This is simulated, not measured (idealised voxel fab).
Module name: voxel wiring stack (process module)
Cross-section cut spans 260 nm and uses square cells 5 nm in size.
Cross-section layout: square cells on a grid; listed as bands, top to bottom; a band spans one or more cell rows. Top height, bottom height, nm. Materials left to right, width each, nm. Single material + "throughout" = fills band edge to edge. "air" = empty. It should be noted that heights are counted from 0, beneath which the wafer as supplied is of one material throughout, and that the lowest band possesses no lower boundary but continues downward, as written in "0 -> down". Think of "30 to 40" as a width that walks from the first number to the second as you go down the band, top row to bottom row, taking equal-sized steps from row to row. The designation "changes: none", where it is given for a processing step, indicates that no cell of the cross-section was altered in the course of that step. The entry titled "Sealed internal voids" provides the empty spaces that have no open way to the top, restricted to those of 8 cells or more. Each is presented as width x height at distance, the distance being measured from the left edge, with all three in nm. Text after the settings on a step's line: the simulator's own remark on that step. overlay nm: where the mask lay relative to plan, measured to the right, on steps with a mask; negatives go left.

## Set out below are the planned steps of the process
- 1: RECEIVE with material Si
- 2: CONFORMAL_DEP with material SiO2, thk nm 15
- 3: CONFORMAL_DEP with material SiCN, thk nm 5
- 4: DIRECTIONAL_DEP with material lowk, thk nm 15
- 5: DIRECTIONAL_DEP with material aC, thk nm 10
- 6: PATTERN with tone open, mask id METAL_1, material resist, width nm 30, pitch nm 45, thk nm 30, overlay nm 0
- 7: DIRECTIONAL_ETCH with etch materials aC, depth nm 10
- 8: STRIP with etch materials resist
- 9: DIRECTIONAL_ETCH with etch materials lowk, depth nm 15
- 10: DIRECTIONAL_ETCH with etch materials SiCN, depth nm 5
- 11: STRIP with etch materials aC
- 12: CONFORMAL_DEP with material TiN, thk nm 5
- 13: FILL_DEP with material Ru, thk nm 10
- 14: CMP with height nm 35
- 15: CONFORMAL_DEP with material SiCN, thk nm 5
- 16: DIRECTIONAL_DEP with material SiO2, thk nm 30
- 17: PATTERN with tone open, mask id METAL_2, material resist, width nm 30, pitch nm 45, thk nm 20, overlay nm 0
- 18: DIRECTIONAL_ETCH with etch materials SiO2, depth nm 20
- 19: STRIP with etch materials resist
- 20: PATTERN with tone open, mask id METAL_2_HOLES, material resist, width nm 15, pitch nm 45, thk nm 20, overlay nm 0
- 21: DIRECTIONAL_ETCH with etch materials SiO2, depth nm 10
- 22: DIRECTIONAL_ETCH with etch materials SiCN, depth nm 5
- 23: STRIP with etch materials resist
- 24: CONFORMAL_DEP with material TiN, thk nm 5
- 25: FILL_DEP with material Cu, thk nm 5
- 26: CMP with height nm 70
- 27: CONFORMAL_DEP with material SiCN, thk nm 5
- 28: DIRECTIONAL_DEP with material lowk, thk nm 30
- 29: DIRECTIONAL_DEP with material aC, thk nm 15
- 30: PATTERN with tone open, mask id METAL_3_HOLES, material resist, width nm 15, pitch nm 45, thk nm 35, overlay nm 0
- 31: DIRECTIONAL_ETCH with etch materials aC, depth nm 15
- 32: STRIP with etch materials resist
- 33: DIRECTIONAL_ETCH with etch materials lowk, depth nm 30
- 34: STRIP with etch materials aC
- 35: MASKED_ETCH with tone open, mask id METAL_3, width nm 30, pitch nm 45, etch materials lowk, depth nm 15, overlay nm 0
- 36: MASKED_ETCH with tone open, mask id METAL_3, width nm 30, pitch nm 45, etch materials SiCN, depth nm 5, overlay nm 0
- 37: CONFORMAL_DEP with material TiN, thk nm 5
- 38: FILL_DEP with material Cu, thk nm 5
- 39: CMP with height nm 105
- 40: CONFORMAL_DEP with material SiCN, thk nm 5

## Account of the first of two wafers, which was processed as intended

## Cross-sectional view of the wafer in its as-received condition, corresponding to the state after step 1
    0 -> down: Si throughout
    Sealed internal voids: none

## The wafer in cross-section once step 2 is complete
    15 -> 0: SiO2 throughout
    Lower than 0, everything is as it was.

## The wafer in cross-section once step 3 is complete
    20 -> 15: SiCN throughout
    Lower than 15, everything is as it was.

## The wafer in cross-section once step 4 is complete
    35 -> 20: lowk throughout
    Lower than 20, everything is as it was.

## The wafer in cross-section once step 5 is complete
    45 -> 35: aC throughout
    Lower than 35, everything is as it was.

## The wafer in cross-section once step 6 is complete
    75 -> 45: resist 45 nm, air 30 nm, resist 15 nm, air 30 nm, resist 15 nm, air 30 nm, resist 15 nm, air 30 nm, resist 50 nm
    Lower than 45, everything is as it was.

## The wafer in cross-section once step 7 is complete
    65 -> 45: resist 45 nm, air 30 nm, resist 15 nm, air 30 nm, resist 15 nm, air 30 nm, resist 15 nm, air 30 nm, resist 50 nm
    45 -> 35: aC 45 nm, air 30 nm, aC 15 nm, air 30 nm, aC 15 nm, air 30 nm, aC 15 nm, air 30 nm, aC 50 nm
    Lower than 35, everything is as it was.

## The wafer in cross-section once step 8 is complete
    45 -> 35: aC 45 nm, air 30 nm, aC 15 nm, air 30 nm, aC 15 nm, air 30 nm, aC 15 nm, air 30 nm, aC 50 nm
    Lower than 35, everything is as it was.

## The wafer in cross-section once step 9 is complete
    45 -> 35: aC 45 nm, air 30 nm, aC 15 nm, air 30 nm, aC 15 nm, air 30 nm, aC 15 nm, air 30 nm, aC 50 nm
    35 -> 20: lowk 45 nm, air 30 nm, lowk 15 nm, air 30 nm, lowk 15 nm, air 30 nm, lowk 15 nm, air 30 nm, lowk 50 nm
    Lower than 20, everything is as it was.

## The wafer in cross-section once step 10 is complete
    45 -> 35: aC 45 nm, air 30 nm, aC 15 nm, air 30 nm, aC 15 nm, air 30 nm, aC 15 nm, air 30 nm, aC 50 nm
    35 -> 20: lowk 45 nm, air 30 nm, lowk 15 nm, air 30 nm, lowk 15 nm, air 30 nm, lowk 15 nm, air 30 nm, lowk 50 nm
    20 -> 15: SiCN 45 nm, air 30 nm, SiCN 15 nm, air 30 nm, SiCN 15 nm, air 30 nm, SiCN 15 nm, air 30 nm, SiCN 50 nm
    Lower than 15, everything is as it was.

## The wafer in cross-section once step 11 is complete
    35 -> 20: lowk 45 nm, air 30 nm, lowk 15 nm, air 30 nm, lowk 15 nm, air 30 nm, lowk 15 nm, air 30 nm, lowk 50 nm
    Lower than 20, everything is as it was.

## The wafer in cross-section once step 12 is complete
    40 -> 35: TiN 50 nm, air 20 nm, TiN 25 nm, air 20 nm, TiN 25 nm, air 20 nm, TiN 25 nm, air 20 nm, TiN 55 nm
    35 -> 20: lowk 45 nm, TiN 5 nm, air 20 nm, TiN 5 nm, lowk 15 nm, TiN 5 nm, air 20 nm, TiN 5 nm, lowk 15 nm, TiN 5 nm, air 20 nm, TiN 5 nm, lowk 15 nm, TiN 5 nm, air 20 nm, TiN 5 nm, lowk 50 nm
    20 -> 15: SiCN 45 nm, TiN 30 nm, SiCN 15 nm, TiN 30 nm, SiCN 15 nm, TiN 30 nm, SiCN 15 nm, TiN 30 nm, SiCN 50 nm
    Lower than 15, everything is as it was.

## The wafer in cross-section once step 13 is complete
    50 -> 40: Ru throughout
    40 -> 35: TiN 50 nm, Ru 20 nm, TiN 25 nm, Ru 20 nm, TiN 25 nm, Ru 20 nm, TiN 25 nm, Ru 20 nm, TiN 55 nm
    35 -> 20: lowk 45 nm, TiN 5 nm, Ru 20 nm, TiN 5 nm, lowk 15 nm, TiN 5 nm, Ru 20 nm, TiN 5 nm, lowk 15 nm, TiN 5 nm, Ru 20 nm, TiN 5 nm, lowk 15 nm, TiN 5 nm, Ru 20 nm, TiN 5 nm, lowk 50 nm
    Lower than 20, everything is as it was.

## The wafer in cross-section once step 14 is complete
    35 -> 20: lowk 45 nm, TiN 5 nm, Ru 20 nm, TiN 5 nm, lowk 15 nm, TiN 5 nm, Ru 20 nm, TiN 5 nm, lowk 15 nm, TiN 5 nm, Ru 20 nm, TiN 5 nm, lowk 15 nm, TiN 5 nm, Ru 20 nm, TiN 5 nm, lowk 50 nm
    Lower than 20, everything is as it was.

## The wafer in cross-section once step 15 is complete
    40 -> 35: SiCN throughout
    Lower than 35, everything is as it was.

## The wafer in cross-section once step 16 is complete
    70 -> 40: SiO2 throughout
    Lower than 40, everything is as it was.

## The wafer in cross-section once step 17 is complete
    90 -> 70: resist 45 nm, air 30 nm, resist 15 nm, air 30 nm, resist 15 nm, air 30 nm, resist 15 nm, air 30 nm, resist 50 nm
    Lower than 70, everything is as it was.

## The wafer in cross-section once step 18 is complete
    90 -> 70: resist 45 nm, air 30 nm, resist 15 nm, air 30 nm, resist 15 nm, air 30 nm, resist 15 nm, air 30 nm, resist 50 nm
    70 -> 50: SiO2 45 nm, air 30 nm, SiO2 15 nm, air 30 nm, SiO2 15 nm, air 30 nm, SiO2 15 nm, air 30 nm, SiO2 50 nm
    Lower than 50, everything is as it was.

## The wafer in cross-section once step 19 is complete
    70 -> 50: SiO2 45 nm, air 30 nm, SiO2 15 nm, air 30 nm, SiO2 15 nm, air 30 nm, SiO2 15 nm, air 30 nm, SiO2 50 nm
    Lower than 50, everything is as it was.

## The wafer in cross-section once step 20 is complete
    90 -> 70: resist 45 nm, air 15 nm, resist 30 nm, air 15 nm, resist 30 nm, air 15 nm, resist 30 nm, air 15 nm, resist 65 nm
    70 -> 50: SiO2 45 nm, air 15 nm, resist 15 nm, SiO2 15 nm, air 15 nm, resist 15 nm, SiO2 15 nm, air 15 nm, resist 15 nm, SiO2 15 nm, air 15 nm, resist 15 nm, SiO2 50 nm
    Lower than 50, everything is as it was.

## The wafer in cross-section once step 21 is complete
    90 -> 70: resist 45 nm, air 15 nm, resist 30 nm, air 15 nm, resist 30 nm, air 15 nm, resist 30 nm, air 15 nm, resist 65 nm
    70 -> 50: SiO2 45 nm, air 15 nm, resist 15 nm, SiO2 15 nm, air 15 nm, resist 15 nm, SiO2 15 nm, air 15 nm, resist 15 nm, SiO2 15 nm, air 15 nm, resist 15 nm, SiO2 50 nm
    50 -> 40: SiO2 45 nm, air 15 nm, SiO2 30 nm, air 15 nm, SiO2 30 nm, air 15 nm, SiO2 30 nm, air 15 nm, SiO2 65 nm
    Lower than 40, everything is as it was.

## The wafer in cross-section once step 22 is complete
    90 -> 70: resist 45 nm, air 15 nm, resist 30 nm, air 15 nm, resist 30 nm, air 15 nm, resist 30 nm, air 15 nm, resist 65 nm
    70 -> 50: SiO2 45 nm, air 15 nm, resist 15 nm, SiO2 15 nm, air 15 nm, resist 15 nm, SiO2 15 nm, air 15 nm, resist 15 nm, SiO2 15 nm, air 15 nm, resist 15 nm, SiO2 50 nm
    50 -> 40: SiO2 45 nm, air 15 nm, SiO2 30 nm, air 15 nm, SiO2 30 nm, air 15 nm, SiO2 30 nm, air 15 nm, SiO2 65 nm
    40 -> 35: SiCN 45 nm, air 15 nm, SiCN 30 nm, air 15 nm, SiCN 30 nm, air 15 nm, SiCN 30 nm, air 15 nm, SiCN 65 nm
    Lower than 35, everything is as it was.

## The wafer in cross-section once step 23 is complete
    70 -> 50: SiO2 45 nm, air 30 nm, SiO2 15 nm, air 30 nm, SiO2 15 nm, air 30 nm, SiO2 15 nm, air 30 nm, SiO2 50 nm
    Lower than 50, everything is as it was.

## The wafer in cross-section once step 24 is complete
    75 -> 70: TiN 50 nm, air 20 nm, TiN 25 nm, air 20 nm, TiN 25 nm, air 20 nm, TiN 25 nm, air 20 nm, TiN 55 nm
    70 -> 55: SiO2 45 nm, TiN 5 nm, air 20 nm, TiN 5 nm, SiO2 15 nm, TiN 5 nm, air 20 nm, TiN 5 nm, SiO2 15 nm, TiN 5 nm, air 20 nm, TiN 5 nm, SiO2 15 nm, TiN 5 nm, air 20 nm, TiN 5 nm, SiO2 50 nm
    55 -> 50: SiO2 45 nm, TiN 5 nm, air 5 nm, TiN 20 nm, SiO2 15 nm, TiN 5 nm, air 5 nm, TiN 20 nm, SiO2 15 nm, TiN 5 nm, air 5 nm, TiN 20 nm, SiO2 15 nm, TiN 5 nm, air 5 nm, TiN 20 nm, SiO2 50 nm
    50 -> 40: SiO2 45 nm, TiN 5 nm, air 5 nm, TiN 5 nm, SiO2 30 nm, TiN 5 nm, air 5 nm, TiN 5 nm, SiO2 30 nm, TiN 5 nm, air 5 nm, TiN 5 nm, SiO2 30 nm, TiN 5 nm, air 5 nm, TiN 5 nm, SiO2 65 nm
    40 -> 35: SiCN 45 nm, TiN 15 nm, SiCN 30 nm, TiN 15 nm, SiCN 30 nm, TiN 15 nm, SiCN 30 nm, TiN 15 nm, SiCN 65 nm
    Lower than 35, everything is as it was.

## The wafer in cross-section once step 25 is complete
    80 -> 75: Cu throughout
    75 -> 70: TiN 50 nm, Cu 20 nm, TiN 25 nm, Cu 20 nm, TiN 25 nm, Cu 20 nm, TiN 25 nm, Cu 20 nm, TiN 55 nm
    70 -> 55: SiO2 45 nm, TiN 5 nm, Cu 20 nm, TiN 5 nm, SiO2 15 nm, TiN 5 nm, Cu 20 nm, TiN 5 nm, SiO2 15 nm, TiN 5 nm, Cu 20 nm, TiN 5 nm, SiO2 15 nm, TiN 5 nm, Cu 20 nm, TiN 5 nm, SiO2 50 nm
    55 -> 50: SiO2 45 nm, TiN 5 nm, Cu 5 nm, TiN 20 nm, SiO2 15 nm, TiN 5 nm, Cu 5 nm, TiN 20 nm, SiO2 15 nm, TiN 5 nm, Cu 5 nm, TiN 20 nm, SiO2 15 nm, TiN 5 nm, Cu 5 nm, TiN 20 nm, SiO2 50 nm
    50 -> 40: SiO2 45 nm, TiN 5 nm, Cu 5 nm, TiN 5 nm, SiO2 30 nm, TiN 5 nm, Cu 5 nm, TiN 5 nm, SiO2 30 nm, TiN 5 nm, Cu 5 nm, TiN 5 nm, SiO2 30 nm, TiN 5 nm, Cu 5 nm, TiN 5 nm, SiO2 65 nm
    Lower than 40, everything is as it was.

## The wafer in cross-section once step 26 is complete
    70 -> 55: SiO2 45 nm, TiN 5 nm, Cu 20 nm, TiN 5 nm, SiO2 15 nm, TiN 5 nm, Cu 20 nm, TiN 5 nm, SiO2 15 nm, TiN 5 nm, Cu 20 nm, TiN 5 nm, SiO2 15 nm, TiN 5 nm, Cu 20 nm, TiN 5 nm, SiO2 50 nm
    Lower than 55, everything is as it was.

## The wafer in cross-section once step 27 is complete
    75 -> 70: SiCN throughout
    Lower than 70, everything is as it was.

## The wafer in cross-section once step 28 is complete
    105 -> 75: lowk throughout
    Lower than 75, everything is as it was.

## The wafer in cross-section once step 29 is complete
    120 -> 105: aC throughout
    Lower than 105, everything is as it was.

## The wafer in cross-section once step 30 is complete
    155 -> 120: resist 45 nm, air 15 nm, resist 30 nm, air 15 nm, resist 30 nm, air 15 nm, resist 30 nm, air 15 nm, resist 65 nm
    Lower than 120, everything is as it was.

## The wafer in cross-section once step 31 is complete
    140 -> 120: resist 45 nm, air 15 nm, resist 30 nm, air 15 nm, resist 30 nm, air 15 nm, resist 30 nm, air 15 nm, resist 65 nm
    120 -> 105: aC 45 nm, air 15 nm, aC 30 nm, air 15 nm, aC 30 nm, air 15 nm, aC 30 nm, air 15 nm, aC 65 nm
    Lower than 105, everything is as it was.

## The wafer in cross-section once step 32 is complete
    120 -> 105: aC 45 nm, air 15 nm, aC 30 nm, air 15 nm, aC 30 nm, air 15 nm, aC 30 nm, air 15 nm, aC 65 nm
    Lower than 105, everything is as it was.

## The wafer in cross-section once step 33 is complete
    120 -> 105: aC 45 nm, air 15 nm, aC 30 nm, air 15 nm, aC 30 nm, air 15 nm, aC 30 nm, air 15 nm, aC 65 nm
    105 -> 75: lowk 45 nm, air 15 nm, lowk 30 nm, air 15 nm, lowk 30 nm, air 15 nm, lowk 30 nm, air 15 nm, lowk 65 nm
    Lower than 75, everything is as it was.

## The wafer in cross-section once step 34 is complete
    105 -> 75: lowk 45 nm, air 15 nm, lowk 30 nm, air 15 nm, lowk 30 nm, air 15 nm, lowk 30 nm, air 15 nm, lowk 65 nm
    Lower than 75, everything is as it was.

## The wafer in cross-section once step 35 is complete
    105 -> 90: lowk 45 nm, air 30 nm, lowk 15 nm, air 30 nm, lowk 15 nm, air 30 nm, lowk 15 nm, air 30 nm, lowk 50 nm
    Lower than 90, everything is as it was.

## The wafer in cross-section once step 36 is complete
    105 -> 90: lowk 45 nm, air 30 nm, lowk 15 nm, air 30 nm, lowk 15 nm, air 30 nm, lowk 15 nm, air 30 nm, lowk 50 nm
    90 -> 75: lowk 45 nm, air 15 nm, lowk 30 nm, air 15 nm, lowk 30 nm, air 15 nm, lowk 30 nm, air 15 nm, lowk 65 nm
    75 -> 70: SiCN 45 nm, air 15 nm, SiCN 30 nm, air 15 nm, SiCN 30 nm, air 15 nm, SiCN 30 nm, air 15 nm, SiCN 65 nm
    Lower than 70, everything is as it was.

## The wafer in cross-section once step 37 is complete
    110 -> 105: TiN 50 nm, air 20 nm, TiN 25 nm, air 20 nm, TiN 25 nm, air 20 nm, TiN 25 nm, air 20 nm, TiN 55 nm
    105 -> 95: lowk 45 nm, TiN 5 nm, air 20 nm, TiN 5 nm, lowk 15 nm, TiN 5 nm, air 20 nm, TiN 5 nm, lowk 15 nm, TiN 5 nm, air 20 nm, TiN 5 nm, lowk 15 nm, TiN 5 nm, air 20 nm, TiN 5 nm, lowk 50 nm
    95 -> 90: lowk 45 nm, TiN 5 nm, air 5 nm, TiN 20 nm, lowk 15 nm, TiN 5 nm, air 5 nm, TiN 20 nm, lowk 15 nm, TiN 5 nm, air 5 nm, TiN 20 nm, lowk 15 nm, TiN 5 nm, air 5 nm, TiN 20 nm, lowk 50 nm
    90 -> 75: lowk 45 nm, TiN 5 nm, air 5 nm, TiN 5 nm, lowk 30 nm, TiN 5 nm, air 5 nm, TiN 5 nm, lowk 30 nm, TiN 5 nm, air 5 nm, TiN 5 nm, lowk 30 nm, TiN 5 nm, air 5 nm, TiN 5 nm, lowk 65 nm
    75 -> 70: SiCN 45 nm, TiN 15 nm, SiCN 30 nm, TiN 15 nm, SiCN 30 nm, TiN 15 nm, SiCN 30 nm, TiN 15 nm, SiCN 65 nm
    Lower than 70, everything is as it was.

## The wafer in cross-section once step 38 is complete
    115 -> 110: Cu throughout
    110 -> 105: TiN 50 nm, Cu 20 nm, TiN 25 nm, Cu 20 nm, TiN 25 nm, Cu 20 nm, TiN 25 nm, Cu 20 nm, TiN 55 nm
    105 -> 95: lowk 45 nm, TiN 5 nm, Cu 20 nm, TiN 5 nm, lowk 15 nm, TiN 5 nm, Cu 20 nm, TiN 5 nm, lowk 15 nm, TiN 5 nm, Cu 20 nm, TiN 5 nm, lowk 15 nm, TiN 5 nm, Cu 20 nm, TiN 5 nm, lowk 50 nm
    95 -> 90: lowk 45 nm, TiN 5 nm, Cu 5 nm, TiN 20 nm, lowk 15 nm, TiN 5 nm, Cu 5 nm, TiN 20 nm, lowk 15 nm, TiN 5 nm, Cu 5 nm, TiN 20 nm, lowk 15 nm, TiN 5 nm, Cu 5 nm, TiN 20 nm, lowk 50 nm
    90 -> 75: lowk 45 nm, TiN 5 nm, Cu 5 nm, TiN 5 nm, lowk 30 nm, TiN 5 nm, Cu 5 nm, TiN 5 nm, lowk 30 nm, TiN 5 nm, Cu 5 nm, TiN 5 nm, lowk 30 nm, TiN 5 nm, Cu 5 nm, TiN 5 nm, lowk 65 nm
    Lower than 75, everything is as it was.

## The wafer in cross-section once step 39 is complete
    105 -> 95: lowk 45 nm, TiN 5 nm, Cu 20 nm, TiN 5 nm, lowk 15 nm, TiN 5 nm, Cu 20 nm, TiN 5 nm, lowk 15 nm, TiN 5 nm, Cu 20 nm, TiN 5 nm, lowk 15 nm, TiN 5 nm, Cu 20 nm, TiN 5 nm, lowk 50 nm
    Lower than 95, everything is as it was.

## The wafer in cross-section once step 40 is complete
    110 -> 105: SiCN throughout
    Lower than 105, everything is as it was.

## The second wafer was prepared from the same starting point and under the same plan as the first; its processing contained one mistake, and it remains indistinguishable from the first wafer up to and including step 27

## At the planned end of step 28, the second wafer in cross-section
    135 -> 75: lowk throughout
    Lower than 75, everything is as it was.

## At the planned end of step 29, the second wafer in cross-section
    150 -> 135: aC throughout
    Lower than 135, everything is as it was.

## At the planned end of step 30, the second wafer in cross-section
    185 -> 150: resist 45 nm, air 15 nm, resist 30 nm, air 15 nm, resist 30 nm, air 15 nm, resist 30 nm, air 15 nm, resist 65 nm
    Lower than 150, everything is as it was.

## At the planned end of step 31, the second wafer in cross-section
    170 -> 150: resist 45 nm, air 15 nm, resist 30 nm, air 15 nm, resist 30 nm, air 15 nm, resist 30 nm, air 15 nm, resist 65 nm
    150 -> 135: aC 45 nm, air 15 nm, aC 30 nm, air 15 nm, aC 30 nm, air 15 nm, aC 30 nm, air 15 nm, aC 65 nm
    Lower than 135, everything is as it was.

## At the planned end of step 32, the second wafer in cross-section
    150 -> 135: aC 45 nm, air 15 nm, aC 30 nm, air 15 nm, aC 30 nm, air 15 nm, aC 30 nm, air 15 nm, aC 65 nm
    Lower than 135, everything is as it was.

## At the planned end of step 33, the second wafer in cross-section
    150 -> 135: aC 45 nm, air 15 nm, aC 30 nm, air 15 nm, aC 30 nm, air 15 nm, aC 30 nm, air 15 nm, aC 65 nm
    135 -> 105: lowk 45 nm, air 15 nm, lowk 30 nm, air 15 nm, lowk 30 nm, air 15 nm, lowk 30 nm, air 15 nm, lowk 65 nm
    Lower than 105, everything is as it was.

## At the planned end of step 34, the second wafer in cross-section
    135 -> 105: lowk 45 nm, air 15 nm, lowk 30 nm, air 15 nm, lowk 30 nm, air 15 nm, lowk 30 nm, air 15 nm, lowk 65 nm
    Lower than 105, everything is as it was.

## At the planned end of step 35, the second wafer in cross-section
    135 -> 120: lowk 45 nm, air 30 nm, lowk 15 nm, air 30 nm, lowk 15 nm, air 30 nm, lowk 15 nm, air 30 nm, lowk 50 nm
    120 -> 90: lowk 45 nm, air 15 nm, lowk 30 nm, air 15 nm, lowk 30 nm, air 15 nm, lowk 30 nm, air 15 nm, lowk 65 nm
    Lower than 90, everything is as it was.

At the planned end of step 36, the second wafer in cross-section: changes: none

## At the planned end of step 37, the second wafer in cross-section
    140 -> 135: TiN 50 nm, air 20 nm, TiN 25 nm, air 20 nm, TiN 25 nm, air 20 nm, TiN 25 nm, air 20 nm, TiN 55 nm
    135 -> 125: lowk 45 nm, TiN 5 nm, air 20 nm, TiN 5 nm, lowk 15 nm, TiN 5 nm, air 20 nm, TiN 5 nm, lowk 15 nm, TiN 5 nm, air 20 nm, TiN 5 nm, lowk 15 nm, TiN 5 nm, air 20 nm, TiN 5 nm, lowk 50 nm
    125 -> 120: lowk 45 nm, TiN 5 nm, air 5 nm, TiN 20 nm, lowk 15 nm, TiN 5 nm, air 5 nm, TiN 20 nm, lowk 15 nm, TiN 5 nm, air 5 nm, TiN 20 nm, lowk 15 nm, TiN 5 nm, air 5 nm, TiN 20 nm, lowk 50 nm
    120 -> 95: lowk 45 nm, TiN 5 nm, air 5 nm, TiN 5 nm, lowk 30 nm, TiN 5 nm, air 5 nm, TiN 5 nm, lowk 30 nm, TiN 5 nm, air 5 nm, TiN 5 nm, lowk 30 nm, TiN 5 nm, air 5 nm, TiN 5 nm, lowk 65 nm
    95 -> 90: lowk 45 nm, TiN 15 nm, lowk 30 nm, TiN 15 nm, lowk 30 nm, TiN 15 nm, lowk 30 nm, TiN 15 nm, lowk 65 nm
    Lower than 90, everything is as it was.

## At the planned end of step 38, the second wafer in cross-section
    145 -> 140: Cu throughout
    140 -> 135: TiN 50 nm, Cu 20 nm, TiN 25 nm, Cu 20 nm, TiN 25 nm, Cu 20 nm, TiN 25 nm, Cu 20 nm, TiN 55 nm
    135 -> 125: lowk 45 nm, TiN 5 nm, Cu 20 nm, TiN 5 nm, lowk 15 nm, TiN 5 nm, Cu 20 nm, TiN 5 nm, lowk 15 nm, TiN 5 nm, Cu 20 nm, TiN 5 nm, lowk 15 nm, TiN 5 nm, Cu 20 nm, TiN 5 nm, lowk 50 nm
    125 -> 120: lowk 45 nm, TiN 5 nm, Cu 5 nm, TiN 20 nm, lowk 15 nm, TiN 5 nm, Cu 5 nm, TiN 20 nm, lowk 15 nm, TiN 5 nm, Cu 5 nm, TiN 20 nm, lowk 15 nm, TiN 5 nm, Cu 5 nm, TiN 20 nm, lowk 50 nm
    120 -> 95: lowk 45 nm, TiN 5 nm, Cu 5 nm, TiN 5 nm, lowk 30 nm, TiN 5 nm, Cu 5 nm, TiN 5 nm, lowk 30 nm, TiN 5 nm, Cu 5 nm, TiN 5 nm, lowk 30 nm, TiN 5 nm, Cu 5 nm, TiN 5 nm, lowk 65 nm
    Lower than 95, everything is as it was.

## At the planned end of step 39, the second wafer in cross-section
    105 -> 95: lowk 45 nm, TiN 5 nm, Cu 5 nm, TiN 5 nm, lowk 30 nm, TiN 5 nm, Cu 5 nm, TiN 5 nm, lowk 30 nm, TiN 5 nm, Cu 5 nm, TiN 5 nm, lowk 30 nm, TiN 5 nm, Cu 5 nm, TiN 5 nm, lowk 65 nm
    Lower than 95, everything is as it was.

## At the planned end of step 40, the second wafer in cross-section
    110 -> 105: SiCN throughout
    Lower than 105, everything is as it was.
Against the plan, the run slipped here: step 28 of the plan was performed twice
Final comparison by cell count, materials where the second wafer has more or fewer than the first: Cu -40, SiCN +12, TiN -44, lowk +72
